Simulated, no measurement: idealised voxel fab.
Name of the process module below: voxel spacer lines
The cross-section on display is named cut; it measures 220 nm wide, and its cells are 5 nm squares.
Cross-section spec: square-cell grid; bands listed top down; each band is one or more rows.
The band entry comprises the height of the band's top followed by the height of its bottom, expressed in nm, and subsequently the band's materials from left to right, each stated together with its width in nm. Where a single material is marked with the word "throughout", that material fills the band from edge to edge. The word "air" represents empty space.
We count height from 0. Below that, the starting wafer is all one material. The lowest band never ends at the bottom but goes on down; see "0..down" for how that is written.
A width such as "30->40" changes by the same amount from each row of cells to the next, from the band's top row to its bottom row.
"no modification" (step): cross-section cells unchanged, all of them.
If an empty space has no open way to the top and is at least 8 cells in size, "Fully closed voids" lists it, written width x height at distance, where distance is measured from the left edge and every value is in nm.
Past the settings on a step's line: simulator remark, on that step.
The setting "overlay nm" may be written on the line of a step. When the step uses a mask, the value reports how far to the right of the planned place the mask lay, and a negative value reports that it lay to the left.
# Steps planned for the process
| 1 | RECEIVE, material Si |
| 2 | CONFORMAL_DEP, material Al2O3, thk nm 10 |
| 3 | DIRECTIONAL_DEP, material TiN, thk nm 15 |
| 4 | DIRECTIONAL_DEP, material polySi, thk nm 30 |
| 5 | PATTERN, tone cover, mask id MANDREL, material resist, width nm 25, pitch nm 70, thk nm 35, overlay nm 0 |
| 6 | DIRECTIONAL_ETCH, etch materials polySi, depth nm 30 |
| 7 | STRIP, etch materials resist |
| 8 | CONFORMAL_DEP, material SiO2, thk nm 10 |
| 9 | DIRECTIONAL_ETCH, etch materials SiO2, depth nm 10 |
| 10 | STRIP, etch materials polySi |
| 11 | DIRECTIONAL_ETCH, etch materials TiN, depth nm 15 |
| 12 | STRIP, etch materials SiO2 |
| 13 | FILL_DEP, material SiO2, thk nm 5 |
| 14 | CMP, height nm 25 |
# Wafer cross-section on receipt, i.e. after step 1
    0..down  Si throughout
    Fully closed voids: none
# Run as planned - first of the two wafers cross-sectioned at the end of the module
    25..10  50 nm SiO2 / 10 nm TiN / 25 nm SiO2 / 10 nm TiN / 25 nm SiO2 / 10 nm TiN / 25 nm SiO2 / 10 nm TiN / 55 nm SiO2
    10..0  Al2O3 throughout
    0..down  Si throughout
    Fully closed voids: none
# This cross-section belongs to the second wafer of two at the end of the module; the start and the plan were shared with the first, and the run included one mistake
    25..15  Al2O3 throughout
    15..0  TiN throughout
    0..down  Si throughout
    Fully closed voids: none
Short version of what went wrong: the processing plan was not followed for steps 2 and 3, which were run with their positions exchanged
Count the cells at the end and the second wafer has more or fewer of some materials than the first: SiO2: 108 fewer; TiN: 108 more
